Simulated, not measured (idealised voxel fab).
Module name: voxel transistor to metal (process module)
Cross-section cut spans 160 nm and uses square cells 5 nm in size.
Think of the cross-section as a grid of square cells. We describe it in bands, top to bottom, and each band covers one or more rows of those cells. This entry defines a band. It first specifies the height of the band's top and the height of its bottom in nm, and then specifies the band's materials from left to right, stating each material with its width in nm. The word "full width" identifies a single material that fills the band from edge to edge, while the word "blank" identifies empty space. We count height from 0. Below that, the starting wafer is all one material. The lowest band never ends at the bottom but goes on down; see "0 down" for how that is written. When a width is written as two numbers, as in "30->40", the first number is the width in the top row of cells of the band and the second is the width in its bottom row, and the width changes by the same amount from each row to the next. A step reported as "all unchanged" is a step in which no cell of the cross-section changed. Empty spaces without an open route to the top, at least 8 cells in extent, make up the entry "Fully closed voids"; each is given as width x height at distance, where the distance is measured from the left edge, and all are in nm. It should be noted that, on the line of a given step, the content following the step's settings is a remark produced by the simulator itself with respect to that step. Regarding "overlay nm": on a step with a mask, it is the distance the mask lay to the right of its planned place; a negative value places it to the left.
# Steps planned for the process
1) RECEIVE | material Si
2) CONFORMAL_DEP | material SiO2 | thk nm 5
3) CONFORMAL_DEP | material SiN | thk nm 15
4) DIRECTIONAL_DEP | material aC | thk nm 10
5) PATTERN | tone cover | mask id ACTIVE | material resist | width nm 90 | thk nm 30 | overlay nm 0
6) DIRECTIONAL_ETCH | etch materials aC | depth nm 10
7) STRIP | etch materials resist
8) DIRECTIONAL_ETCH | etch materials SiN | depth nm 15
9) DIRECTIONAL_ETCH | etch materials SiO2 | depth nm 5
10) DIRECTIONAL_ETCH | etch materials Si | depth nm 35
11) STRIP | etch materials aC
12) FILL_DEP | material SiO2 | thk nm 5
13) CMP | height nm 20
14) SELECTIVE_ETCH | etch materials SiO2 | depth nm 10
15) STRIP | etch materials SiN
16) SELECTIVE_ETCH | etch materials SiO2 | depth nm 5
17) OXIDIZE | depth nm 5
18) DIRECTIONAL_DEP | material polySi | thk nm 20
19) DIRECTIONAL_DEP | material SiCN | thk nm 10
20) PATTERN | tone cover | mask id GATE | material resist | width nm 20 | thk nm 20 | overlay nm 0
21) DIRECTIONAL_ETCH | etch materials SiCN | depth nm 20
22) DIRECTIONAL_ETCH | etch materials polySi | depth nm 30
23) STRIP | etch materials resist
24) CONFORMAL_DEP | material SiN | thk nm 5
25) DIRECTIONAL_ETCH | etch materials SiN | depth nm 5
26) DIRECTIONAL_ETCH | etch materials SiO2 | depth nm 5
27) DIRECTIONAL_ETCH | etch materials Si | depth nm 10
28) EPI | material SiGe | thk nm 10
29) FILL_DEP | material SiO2 | thk nm 10
30) CMP | height nm 30
31) DIRECTIONAL_DEP | material SiO2 | thk nm 15
32) MASKED_ETCH | tone open | mask id CONTACT | width nm 15 | pitch nm 65 | etch materials SiO2 | depth nm 50 | overlay nm 0
33) CONFORMAL_DEP | material TiN | thk nm 5
34) FILL_DEP | material W | thk nm 5
35) CMP | height nm 45
36) DIRECTIONAL_DEP | material TiN | thk nm 5
37) DIRECTIONAL_DEP | material Ru | thk nm 15
38) MASKED_ETCH | tone cover | mask id METAL_1 | width nm 15 | pitch nm 65 | etch materials Ru | depth nm 15 | overlay nm 0
39) MASKED_ETCH | tone cover | mask id METAL_1 | width nm 15 | pitch nm 65 | etch materials TiN | depth nm 5 | overlay nm 0
40) FILL_DEP | material lowk | thk nm 5
41) CMP | height nm 65
42) CONFORMAL_DEP | material SiCN | thk nm 5
43) DIRECTIONAL_DEP | material lowk | thk nm 25
44) MASKED_ETCH | tone open | mask id METAL_2 | width nm 15 | pitch nm 65 | etch materials lowk | depth nm 15 | overlay nm 0
45) PATTERN | tone open | mask id METAL_2_HOLES | material resist | width nm 15 | pitch nm 65 | thk nm 20 | overlay nm 0
46) DIRECTIONAL_ETCH | etch materials lowk | depth nm 10
47) DIRECTIONAL_ETCH | etch materials SiCN | depth nm 5
48) STRIP | etch materials resist
49) CONFORMAL_DEP | material TiN | thk nm 5
50) FILL_DEP | material Cu | thk nm 10
51) CMP | height nm 95
52) CONFORMAL_DEP | material SiCN | thk nm 5
# As-received wafer cross-section (after step 1)
0 down | Si full width
Fully closed voids: none
# Post-module cross-section of the first of two wafers (run per plan)
100 to 95 | SiCN full width
95 to 70 | 40 of lowk, then 5 of TiN, then 5 of Cu, then 5 of TiN, then 50 of lowk, then 5 of TiN, then 5 of Cu, then 5 of TiN, then 40 of lowk
70 to 65 | 40 of SiCN, then 15 of TiN, then 50 of SiCN, then 15 of TiN, then 40 of SiCN
65 to 50 | 40 of lowk, then 15 of Ru, then 50 of lowk, then 15 of Ru, then 40 of lowk
50 to 45 | 40 of lowk, then 15 of TiN, then 50 of lowk, then 15 of TiN, then 40 of lowk
45 to 30 | 40 of SiO2, then 5 of TiN, then 5 of W, then 5 of TiN, then 50 of SiO2, then 5 of TiN, then 5 of W, then 5 of TiN, then 40 of SiO2
30 to 20 | 40 of SiO2, then 5 of TiN, then 5 of W, then 5 of TiN, then 10 of SiO2, then 5 of SiN, then 20 of SiCN, then 5 of SiN, then 10 of SiO2, then 5 of TiN, then 5 of W, then 5 of TiN, then 40 of SiO2
20 to 5 | 40 of SiO2, then 5 of TiN, then 5 of W, then 5 of TiN, then 10 of SiO2, then 5 of SiN, then 20 of polySi, then 5 of SiN, then 10 of SiO2, then 5 of TiN, then 5 of W, then 5 of TiN, then 40 of SiO2
5 to 0 | 30 of SiO2, then 5 of SiN, then 5 of SiO2, then 5 of TiN, then 5 of W, then 5 of TiN, then 10 of SiGe, then 5 of SiN, then 20 of polySi, then 5 of SiN, then 10 of SiGe, then 5 of TiN, then 5 of W, then 5 of TiN, then 5 of SiO2, then 5 of SiN, then 30 of SiO2
0 to -5 | 40 of SiO2, then 15 of TiN, then 10 of SiGe, then 30 of SiO2, then 10 of SiGe, then 15 of TiN, then 40 of SiO2
-5 to -15 | 35 of SiO2, then 30 of SiGe, then 30 of Si, then 30 of SiGe, then 35 of SiO2
-15 to -35 | 35 of SiO2, then 90 of Si, then 35 of SiO2
-35 down | Si full width
Fully closed voids: none
# Presented here is a cross-section of the second of the two wafers as it stood at the end of the module. It was started in the same manner and assigned the same plan as the first wafer; however, one mistake was made in its execution
100 to 95 | SiCN full width
95 to 70 | 40 of lowk, then 5 of TiN, then 5 of Cu, then 5 of TiN, then 50 of lowk, then 5 of TiN, then 5 of Cu, then 5 of TiN, then 40 of lowk
70 to 65 | 40 of SiCN, then 15 of TiN, then 50 of SiCN, then 15 of TiN, then 40 of SiCN
65 to 50 | 40 of lowk, then 15 of Ru, then 50 of lowk, then 15 of Ru, then 40 of lowk
50 to 45 | 40 of lowk, then 15 of TiN, then 50 of lowk, then 15 of TiN, then 40 of lowk
45 to 30 | 45 of SiO2, then 5 of W, then 60 of SiO2, then 5 of W, then 45 of SiO2
30 to 20 | 45 of SiO2, then 5 of W, then 15 of SiO2, then 5 of SiN, then 20 of SiCN, then 5 of SiN, then 15 of SiO2, then 5 of W, then 45 of SiO2
20 to 5 | 45 of SiO2, then 5 of W, then 15 of SiO2, then 5 of SiN, then 20 of polySi, then 5 of SiN, then 15 of SiO2, then 5 of W, then 45 of SiO2
5 to 0 | 30 of SiO2, then 5 of SiN, then 10 of SiO2, then 5 of W, then 5 of SiO2, then 10 of SiGe, then 5 of SiN, then 20 of polySi, then 5 of SiN, then 10 of SiGe, then 5 of SiO2, then 5 of W, then 10 of SiO2, then 5 of SiN, then 30 of SiO2
0 to -5 | 55 of SiO2, then 10 of SiGe, then 30 of SiO2, then 10 of SiGe, then 55 of SiO2
-5 to -15 | 35 of SiO2, then 30 of SiGe, then 30 of Si, then 30 of SiGe, then 35 of SiO2
-15 to -35 | 35 of SiO2, then 90 of Si, then 35 of SiO2
-35 down | Si full width
Fully closed voids: none
Finding, execution versus plan: step 33 was processed under conditions differing from the plan, specifically as CONFORMAL_DEP | material SiO2 | thk nm 5
Final wafer comparison in cells, second versus first, more or fewer per material: +42 SiO2; -42 TiN
